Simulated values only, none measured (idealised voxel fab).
This section sets out a process module, namely voxel plated lines.
Displayed cross-section: cut, width of 290 nm, square cells sized 5 nm.
Cross-section layout: square cells on a grid; listed as bands, top to bottom; a band spans one or more cell rows.
The band entry comprises the height of the band's top followed by the height of its bottom, expressed in nm, and subsequently the band's materials from left to right, each stated together with its width in nm. Where a single material is marked with the word "everywhere", that material fills the band from edge to edge. The word "empty" represents empty space.
Beneath 0, the wafer as received is one material, and that level is where height counting begins. The lowest band goes on downward without a bottom; it is written like "0 -> down".
Note: "30..40" means the width goes from the first number (top row of the band) to the second number (bottom row) in equal steps per row of cells.
"left unchanged", as given for a step, is the statement that not any cell of the cross-section underwent a change during that step.
Look at "Closed void roster" for the closed voids: empty spaces with no open path to the top, sized 8 cells or up. Each is width x height at distance, distance from the left edge, all nm.
The remark found on a step's line after its settings is issued by the simulator itself and pertains to that step.
"overlay nm" denotes, for a step that has a mask, the displacement of the mask to the right of its planned place, with negative values corresponding to the left.
-- Steps in the process plan
| 1 | RECEIVE, material Si |
| 2 | CONFORMAL_DEP, material Al2O3, thk nm 10 |
| 3 | DIRECTIONAL_DEP, material TiN, thk nm 5 |
| 4 | PATTERN, tone open, mask id LINES, material resist, width nm 20, pitch nm 35, thk nm 35, overlay nm 0 |
| 5 | EPI, material Ru, thk nm 5 |
| 6 | EPI, material Ru, thk nm 5 |
| 7 | EPI, material Ru, thk nm 10 |
| 8 | STRIP, etch materials resist |
| 9 | DIRECTIONAL_ETCH, etch materials TiN, depth nm 5 |
| 10 | CONFORMAL_DEP, material SiCN, thk nm 5 |
-- So this is the incoming wafer in cross-section - it's already been through step 1
0 -> down = Si everywhere
Closed void roster: none
-- Wafer at module end, in section. Began as above, planned as above, run with one mistake
35 -> 30 = empty (75)  SiCN (30)  empty (5)  SiCN (30)  empty (5)  SiCN (30)  empty (5)  SiCN (30)  empty (80)
30 -> 10 = empty (75)  SiCN (5)  Ru (20)  SiCN (5)  empty (5)  SiCN (5)  Ru (20)  SiCN (5)  empty (5)  SiCN (5)  Ru (20)  SiCN (5)  empty (5)  SiCN (5)  Ru (20)  SiCN (5)  empty (80)
10 -> 5 = SiCN (80)  TiN (20)  SiCN (15)  TiN (20)  SiCN (15)  TiN (20)  SiCN (15)  TiN (20)  SiCN (85)
5 -> 0 = Al2O3 everywhere
0 -> down = Si everywhere
Closed void roster: none
Misprocessing identified: step 2 went in with a setting other than planned; the actual run was CONFORMAL_DEP, material Al2O3, thk nm 5
